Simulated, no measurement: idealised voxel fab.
The process module presented herein is designated voxel wiring stack.
The figure presents cross-section cut, which has a width of 280 nm and is divided into square cells with an edge length of 5 nm.
Cross-section format: a grid of square cells, given as bands from top to bottom; each band is one or more rows of cells.
The band entry comprises the height of the band's top followed by the height of its bottom, expressed in nm, and subsequently the band's materials from left to right, each stated together with its width in nm. Where a single material is marked with the word "everywhere", that material fills the band from edge to edge. The word "empty" represents empty space.
Convention: height 0 is the level below which the wafer, as received, is all one material. The lowest band does not terminate at the bottom but continues downward, represented as "top 0, no bottom".
It should be noted that a width expressed as "30 to 40" varies in equal increments from row to row of cells within the band, taking the value of the first number at the top row and that of the second number at the bottom row.
Take "identical to before" at face value: in the step it is given for, the cross-section changed in none of its cells.
In "Completely sealed voids" the enclosed voids are listed, meaning empty spaces of 8 cells or larger without any opening to the top. The form is width x height at distance, distance from the left edge, units nm.
It should be noted that, on the line of a given step, the content following the step's settings is a remark produced by the simulator itself with respect to that step.
Steps that use a mask can have "overlay nm" on their line. It says how far the mask sat to the right of where it was meant to be. Negative means to the left.
## These are the steps we planned for the process
1 RECEIVE [material Si]
2 CONFORMAL_DEP [material SiO2] [thk nm 10]
3 CONFORMAL_DEP [material SiN] [thk nm 5]
4 DIRECTIONAL_DEP [material lowk] [thk nm 25]
5 PATTERN [tone open] [mask id METAL_1] [material resist] [width nm 30] [pitch nm 60] [thk nm 15] [overlay nm 0]
6 DIRECTIONAL_ETCH [etch materials lowk] [depth nm 25]
7 DIRECTIONAL_ETCH [etch materials SiN] [depth nm 5]
8 STRIP [etch materials resist]
9 CONFORMAL_DEP [material TiN] [thk nm 5]
10 FILL_DEP [material W] [thk nm 5]
11 CMP [height nm 40]
12 CONFORMAL_DEP [material SiCN] [thk nm 5]
13 DIRECTIONAL_DEP [material lowk] [thk nm 20]
14 DIRECTIONAL_DEP [material aC] [thk nm 15]
15 PATTERN [tone open] [mask id PLUG_1] [material resist] [width nm 15] [pitch nm 120] [thk nm 30] [overlay nm 0]
16 DIRECTIONAL_ETCH [etch materials aC] [depth nm 15]
17 STRIP [etch materials resist]
18 DIRECTIONAL_ETCH [etch materials lowk] [depth nm 20]
19 DIRECTIONAL_ETCH [etch materials SiCN] [depth nm 5]
20 STRIP [etch materials aC]
21 EPI [material Ru] [thk nm 10]
22 EPI [material Ru] [thk nm 10]
23 EPI [material Ru] [thk nm 5]
24 CONFORMAL_DEP [material SiCN] [thk nm 5]
25 DIRECTIONAL_DEP [material lowk] [thk nm 25]
26 MASKED_ETCH [tone open] [mask id METAL_2] [width nm 30] [pitch nm 60] [etch materials lowk] [depth nm 25] [overlay nm 0]
27 MASKED_ETCH [tone open] [mask id METAL_2] [width nm 30] [pitch nm 60] [etch materials SiCN] [depth nm 5] [overlay nm 0]
28 CONFORMAL_DEP [material TiN] [thk nm 5]
29 FILL_DEP [material Cu] [thk nm 10]
30 CMP [height nm 95]
31 CONFORMAL_DEP [material SiCN] [thk nm 5]
32 DIRECTIONAL_DEP [material SiO2] [thk nm 35]
33 DIRECTIONAL_DEP [material aC] [thk nm 10]
34 PATTERN [tone open] [mask id METAL_3] [material resist] [width nm 30] [pitch nm 60] [thk nm 30] [overlay nm 0]
35 DIRECTIONAL_ETCH [etch materials aC] [depth nm 10]
36 STRIP [etch materials resist]
37 DIRECTIONAL_ETCH [etch materials SiO2] [depth nm 20]
38 STRIP [etch materials aC]
39 PATTERN [tone open] [mask id METAL_3_HOLES] [material resist] [width nm 15] [pitch nm 120] [thk nm 15] [overlay nm 0]
40 DIRECTIONAL_ETCH [etch materials SiO2] [depth nm 15]
41 DIRECTIONAL_ETCH [etch materials SiCN] [depth nm 5]
42 STRIP [etch materials resist]
43 CONFORMAL_DEP [material TiN] [thk nm 5]
44 FILL_DEP [material Cu] [thk nm 10]
45 CMP [height nm 135]
46 CONFORMAL_DEP [material SiN] [thk nm 5]
## The first of a set of two wafers, run to plan
## As received (post step 1): cross-section
    top 0, no bottom | Si everywhere
    Completely sealed voids: none
## How the wafer stands in section after step 2
    top 10, bottom 0 | SiO2 everywhere
    Everything below 0 is unchanged.
## How the wafer stands in section after step 3
    top 15, bottom 10 | SiN everywhere
    Everything below 10 is unchanged.
## How the wafer stands in section after step 4
    top 40, bottom 15 | lowk everywhere
    Everything below 15 is unchanged.
## How the wafer stands in section after step 5
    top 55, bottom 40 | resist 65, then empty 30, then resist 30, then empty 30, then resist 30, then empty 30, then resist 65
    Everything below 40 is unchanged.
## How the wafer stands in section after step 6
    top 55, bottom 40 | resist 65, then empty 30, then resist 30, then empty 30, then resist 30, then empty 30, then resist 65
    top 40, bottom 15 | lowk 65, then empty 30, then lowk 30, then empty 30, then lowk 30, then empty 30, then lowk 65
    Everything below 15 is unchanged.
## How the wafer stands in section after step 7
    top 55, bottom 40 | resist 65, then empty 30, then resist 30, then empty 30, then resist 30, then empty 30, then resist 65
    top 40, bottom 15 | lowk 65, then empty 30, then lowk 30, then empty 30, then lowk 30, then empty 30, then lowk 65
    top 15, bottom 10 | SiN 65, then empty 30, then SiN 30, then empty 30, then SiN 30, then empty 30, then SiN 65
    Everything below 10 is unchanged.
## How the wafer stands in section after step 8
    top 40, bottom 15 | lowk 65, then empty 30, then lowk 30, then empty 30, then lowk 30, then empty 30, then lowk 65
    Everything below 15 is unchanged.
## How the wafer stands in section after step 9
    top 45, bottom 40 | TiN 70, then empty 20, then TiN 40, then empty 20, then TiN 40, then empty 20, then TiN 70
    top 40, bottom 15 | lowk 65, then TiN 5, then empty 20, then TiN 5, then lowk 30, then TiN 5, then empty 20, then TiN 5, then lowk 30, then TiN 5, then empty 20, then TiN 5, then lowk 65
    top 15, bottom 10 | SiN 65, then TiN 30, then SiN 30, then TiN 30, then SiN 30, then TiN 30, then SiN 65
    Everything below 10 is unchanged.
## How the wafer stands in section after step 10
    top 50, bottom 45 | W everywhere
    top 45, bottom 40 | TiN 70, then W 20, then TiN 40, then W 20, then TiN 40, then W 20, then TiN 70
    top 40, bottom 15 | lowk 65, then TiN 5, then W 20, then TiN 5, then lowk 30, then TiN 5, then W 20, then TiN 5, then lowk 30, then TiN 5, then W 20, then TiN 5, then lowk 65
    Everything below 15 is unchanged.
## How the wafer stands in section after step 11
    top 40, bottom 15 | lowk 65, then TiN 5, then W 20, then TiN 5, then lowk 30, then TiN 5, then W 20, then TiN 5, then lowk 30, then TiN 5, then W 20, then TiN 5, then lowk 65
    Everything below 15 is unchanged.
## How the wafer stands in section after step 12
    top 45, bottom 40 | SiCN everywhere
    Everything below 40 is unchanged.
## How the wafer stands in section after step 13
    top 65, bottom 45 | lowk everywhere
    Everything below 45 is unchanged.
## How the wafer stands in section after step 14
    top 80, bottom 65 | aC everywhere
    Everything below 65 is unchanged.
## How the wafer stands in section after step 15
    top 110, bottom 80 | resist 65, then empty 15, then resist 105, then empty 15, then resist 80
    Everything below 80 is unchanged.
## How the wafer stands in section after step 16
    top 95, bottom 80 | resist 65, then empty 15, then resist 105, then empty 15, then resist 80
    top 80, bottom 65 | aC 65, then empty 15, then aC 105, then empty 15, then aC 80
    Everything below 65 is unchanged.
## How the wafer stands in section after step 17
    top 80, bottom 65 | aC 65, then empty 15, then aC 105, then empty 15, then aC 80
    Everything below 65 is unchanged.
## How the wafer stands in section after step 18
    top 80, bottom 65 | aC 65, then empty 15, then aC 105, then empty 15, then aC 80
    top 65, bottom 45 | lowk 65, then empty 15, then lowk 105, then empty 15, then lowk 80
    Everything below 45 is unchanged.
## How the wafer stands in section after step 19
    top 80, bottom 65 | aC 65, then empty 15, then aC 105, then empty 15, then aC 80
    top 65, bottom 45 | lowk 65, then empty 15, then lowk 105, then empty 15, then lowk 80
    top 45, bottom 40 | SiCN 65, then empty 15, then SiCN 105, then empty 15, then SiCN 80
    Everything below 40 is unchanged.
## How the wafer stands in section after step 20
    top 65, bottom 45 | lowk 65, then empty 15, then lowk 105, then empty 15, then lowk 80
    Everything below 45 is unchanged.
## How the wafer stands in section after step 21
    top 65, bottom 50 | lowk 65, then empty 15, then lowk 105, then empty 15, then lowk 80
    top 50, bottom 45 | lowk 65, then Ru 15, then lowk 105, then Ru 15, then lowk 80
    top 45, bottom 40 | SiCN 65, then Ru 15, then SiCN 105, then Ru 15, then SiCN 80
    Everything below 40 is unchanged.
## How the wafer stands in section after step 22
    top 65, bottom 60 | lowk 65, then empty 15, then lowk 105, then empty 15, then lowk 80
    top 60, bottom 45 | lowk 65, then Ru 15, then lowk 105, then Ru 15, then lowk 80
    Everything below 45 is unchanged.
## How the wafer stands in section after step 23
    top 65, bottom 45 | lowk 65, then Ru 15, then lowk 105, then Ru 15, then lowk 80
    Everything below 45 is unchanged.
## How the wafer stands in section after step 24
    top 70, bottom 65 | SiCN everywhere
    Everything below 65 is unchanged.
## How the wafer stands in section after step 25
    top 95, bottom 70 | lowk everywhere
    Everything below 70 is unchanged.
## How the wafer stands in section after step 26
    top 95, bottom 70 | lowk 65, then empty 30, then lowk 30, then empty 30, then lowk 30, then empty 30, then lowk 65
    Everything below 70 is unchanged.
## How the wafer stands in section after step 27
    top 95, bottom 70 | lowk 65, then empty 30, then lowk 30, then empty 30, then lowk 30, then empty 30, then lowk 65
    top 70, bottom 65 | SiCN 65, then empty 30, then SiCN 30, then empty 30, then SiCN 30, then empty 30, then SiCN 65
    Everything below 65 is unchanged.
## How the wafer stands in section after step 28
    top 100, bottom 95 | TiN 70, then empty 20, then TiN 40, then empty 20, then TiN 40, then empty 20, then TiN 70
    top 95, bottom 70 | lowk 65, then TiN 5, then empty 20, then TiN 5, then lowk 30, then TiN 5, then empty 20, then TiN 5, then lowk 30, then TiN 5, then empty 20, then TiN 5, then lowk 65
    top 70, bottom 65 | SiCN 65, then TiN 30, then SiCN 30, then TiN 30, then SiCN 30, then TiN 30, then SiCN 65
    Everything below 65 is unchanged.
## How the wafer stands in section after step 29
    top 110, bottom 100 | Cu everywhere
    top 100, bottom 95 | TiN 70, then Cu 20, then TiN 40, then Cu 20, then TiN 40, then Cu 20, then TiN 70
    top 95, bottom 70 | lowk 65, then TiN 5, then Cu 20, then TiN 5, then lowk 30, then TiN 5, then Cu 20, then TiN 5, then lowk 30, then TiN 5, then Cu 20, then TiN 5, then lowk 65
    Everything below 70 is unchanged.
## How the wafer stands in section after step 30
    top 95, bottom 70 | lowk 65, then TiN 5, then Cu 20, then TiN 5, then lowk 30, then TiN 5, then Cu 20, then TiN 5, then lowk 30, then TiN 5, then Cu 20, then TiN 5, then lowk 65
    Everything below 70 is unchanged.
## How the wafer stands in section after step 31
    top 100, bottom 95 | SiCN everywhere
    Everything below 95 is unchanged.
## How the wafer stands in section after step 32
    top 135, bottom 100 | SiO2 everywhere
    Everything below 100 is unchanged.
## How the wafer stands in section after step 33
    top 145, bottom 135 | aC everywhere
    Everything below 135 is unchanged.
## How the wafer stands in section after step 34
    top 175, bottom 145 | resist 65, then empty 30, then resist 30, then empty 30, then resist 30, then empty 30, then resist 65
    Everything below 145 is unchanged.
## How the wafer stands in section after step 35
    top 165, bottom 145 | resist 65, then empty 30, then resist 30, then empty 30, then resist 30, then empty 30, then resist 65
    top 145, bottom 135 | aC 65, then empty 30, then aC 30, then empty 30, then aC 30, then empty 30, then aC 65
    Everything below 135 is unchanged.
## How the wafer stands in section after step 36
    top 145, bottom 135 | aC 65, then empty 30, then aC 30, then empty 30, then aC 30, then empty 30, then aC 65
    Everything below 135 is unchanged.
## How the wafer stands in section after step 37
    top 145, bottom 135 | aC 65, then empty 30, then aC 30, then empty 30, then aC 30, then empty 30, then aC 65
    top 135, bottom 115 | SiO2 65, then empty 30, then SiO2 30, then empty 30, then SiO2 30, then empty 30, then SiO2 65
    Everything below 115 is unchanged.
## How the wafer stands in section after step 38
    top 135, bottom 115 | SiO2 65, then empty 30, then SiO2 30, then empty 30, then SiO2 30, then empty 30, then SiO2 65
    Everything below 115 is unchanged.
## How the wafer stands in section after step 39
    top 150, bottom 135 | resist 65, then empty 15, then resist 105, then empty 15, then resist 80
    top 135, bottom 115 | SiO2 65, then empty 15, then resist 15, then SiO2 30, then resist 30, then SiO2 30, then empty 15, then resist 15, then SiO2 65
    Everything below 115 is unchanged.
## How the wafer stands in section after step 40
    top 150, bottom 135 | resist 65, then empty 15, then resist 105, then empty 15, then resist 80
    top 135, bottom 115 | SiO2 65, then empty 15, then resist 15, then SiO2 30, then resist 30, then SiO2 30, then empty 15, then resist 15, then SiO2 65
    top 115, bottom 100 | SiO2 65, then empty 15, then SiO2 105, then empty 15, then SiO2 80
    Everything below 100 is unchanged.
## How the wafer stands in section after step 41
    top 150, bottom 135 | resist 65, then empty 15, then resist 105, then empty 15, then resist 80
    top 135, bottom 115 | SiO2 65, then empty 15, then resist 15, then SiO2 30, then resist 30, then SiO2 30, then empty 15, then resist 15, then SiO2 65
    top 115, bottom 100 | SiO2 65, then empty 15, then SiO2 105, then empty 15, then SiO2 80
    top 100, bottom 95 | SiCN 65, then empty 15, then SiCN 105, then empty 15, then SiCN 80
    Everything below 95 is unchanged.
## How the wafer stands in section after step 42
    top 135, bottom 115 | SiO2 65, then empty 30, then SiO2 30, then empty 30, then SiO2 30, then empty 30, then SiO2 65
    Everything below 115 is unchanged.
## How the wafer stands in section after step 43
    top 140, bottom 135 | TiN 70, then empty 20, then TiN 40, then empty 20, then TiN 40, then empty 20, then TiN 70
    top 135, bottom 120 | SiO2 65, then TiN 5, then empty 20, then TiN 5, then SiO2 30, then TiN 5, then empty 20, then TiN 5, then SiO2 30, then TiN 5, then empty 20, then TiN 5, then SiO2 65
    top 120, bottom 115 | SiO2 65, then TiN 5, then empty 5, then TiN 20, then SiO2 30, then TiN 30, then SiO2 30, then TiN 5, then empty 5, then TiN 20, then SiO2 65
    top 115, bottom 100 | SiO2 65, then TiN 5, then empty 5, then TiN 5, then SiO2 105, then TiN 5, then empty 5, then TiN 5, then SiO2 80
    top 100, bottom 95 | SiCN 65, then TiN 15, then SiCN 105, then TiN 15, then SiCN 80
    Everything below 95 is unchanged.
## How the wafer stands in section after step 44
    top 150, bottom 140 | Cu everywhere
    top 140, bottom 135 | TiN 70, then Cu 20, then TiN 40, then Cu 20, then TiN 40, then Cu 20, then TiN 70
    top 135, bottom 120 | SiO2 65, then TiN 5, then Cu 20, then TiN 5, then SiO2 30, then TiN 5, then Cu 20, then TiN 5, then SiO2 30, then TiN 5, then Cu 20, then TiN 5, then SiO2 65
    top 120, bottom 115 | SiO2 65, then TiN 5, then Cu 5, then TiN 20, then SiO2 30, then TiN 30, then SiO2 30, then TiN 5, then Cu 5, then TiN 20, then SiO2 65
    top 115, bottom 100 | SiO2 65, then TiN 5, then Cu 5, then TiN 5, then SiO2 105, then TiN 5, then Cu 5, then TiN 5, then SiO2 80
    Everything below 100 is unchanged.
## How the wafer stands in section after step 45
    top 135, bottom 120 | SiO2 65, then TiN 5, then Cu 20, then TiN 5, then SiO2 30, then TiN 5, then Cu 20, then TiN 5, then SiO2 30, then TiN 5, then Cu 20, then TiN 5, then SiO2 65
    Everything below 120 is unchanged.
## How the wafer stands in section after step 46
    top 140, bottom 135 | SiN everywhere
    Everything below 135 is unchanged.
## Notes, second wafer: start = first wafer's, plan = first wafer's, execution had one mistake; history identical to first through step 38
## What the second wafer looks like in cross-section when step 39 should have wrapped up
    top 150, bottom 135 | empty 65, then resist 15, then empty 105, then resist 15, then empty 80
    top 135, bottom 115 | SiO2 65, then resist 15, then empty 15, then SiO2 30, then empty 30, then SiO2 30, then resist 15, then empty 15, then SiO2 65
    Everything below 115 is unchanged.
## What the second wafer looks like in cross-section when step 40 should have wrapped up
    top 150, bottom 120 | empty 65, then resist 15, then empty 105, then resist 15, then empty 80
    top 120, bottom 115 | SiO2 65, then resist 15, then empty 15, then SiO2 30, then empty 30, then SiO2 30, then resist 15, then empty 15, then SiO2 65
    top 115, bottom 100 | SiO2 80, then empty 15, then SiO2 30, then empty 30, then SiO2 45, then empty 15, then SiO2 65
    Everything below 100 is unchanged.
## What the second wafer looks like in cross-section when step 41 should have wrapped up
    top 150, bottom 120 | empty 65, then resist 15, then empty 105, then resist 15, then empty 80
    top 120, bottom 115 | SiO2 65, then resist 15, then empty 15, then SiO2 30, then empty 30, then SiO2 30, then resist 15, then empty 15, then SiO2 65
    top 115, bottom 100 | SiO2 80, then empty 15, then SiO2 30, then empty 30, then SiO2 45, then empty 15, then SiO2 65
    top 100, bottom 95 | SiCN 80, then empty 15, then SiCN 30, then empty 30, then SiCN 45, then empty 15, then SiCN 65
    Everything below 95 is unchanged.
## What the second wafer looks like in cross-section when step 42 should have wrapped up
    top 120, bottom 115 | SiO2 65, then empty 30, then SiO2 30, then empty 30, then SiO2 30, then empty 30, then SiO2 65
    Everything below 115 is unchanged.
## What the second wafer looks like in cross-section when step 43 should have wrapped up
    top 125, bottom 120 | TiN 70, then empty 20, then TiN 40, then empty 20, then TiN 40, then empty 20, then TiN 70
    top 120, bottom 115 | SiO2 65, then TiN 20, then empty 5, then TiN 5, then SiO2 30, then TiN 5, then empty 20, then TiN 5, then SiO2 30, then TiN 20, then empty 5, then TiN 5, then SiO2 65
    top 115, bottom 100 | SiO2 80, then TiN 5, then empty 5, then TiN 5, then SiO2 30, then TiN 5, then empty 20, then TiN 5, then SiO2 45, then TiN 5, then empty 5, then TiN 5, then SiO2 65
    top 100, bottom 95 | SiCN 80, then TiN 15, then SiCN 30, then TiN 30, then SiCN 45, then TiN 15, then SiCN 65
    Everything below 95 is unchanged.
## What the second wafer looks like in cross-section when step 44 should have wrapped up
    top 135, bottom 125 | Cu everywhere
    top 125, bottom 120 | TiN 70, then Cu 20, then TiN 40, then Cu 20, then TiN 40, then Cu 20, then TiN 70
    top 120, bottom 115 | SiO2 65, then TiN 20, then Cu 5, then TiN 5, then SiO2 30, then TiN 5, then Cu 20, then TiN 5, then SiO2 30, then TiN 20, then Cu 5, then TiN 5, then SiO2 65
    top 115, bottom 100 | SiO2 80, then TiN 5, then Cu 5, then TiN 5, then SiO2 30, then TiN 5, then Cu 20, then TiN 5, then SiO2 45, then TiN 5, then Cu 5, then TiN 5, then SiO2 65
    Everything below 100 is unchanged.
What the second wafer looks like in cross-section when step 45 should have wrapped up: identical to before
## What the second wafer looks like in cross-section when step 46 should have wrapped up
    top 140, bottom 135 | SiN everywhere
    Everything below 135 is unchanged.
Run error: so step 39 ended up running with a different setting than we planned, it ran as PATTERN [tone cover] [mask id METAL_3_HOLES] [material resist] [width nm 15] [pitch nm 120] [thk nm 15] [overlay nm 0]
Heads up, by the end the second wafer has more or fewer cells of some materials compared to the first: Cu +104; SiCN -6; SiO2 -132; TiN +34
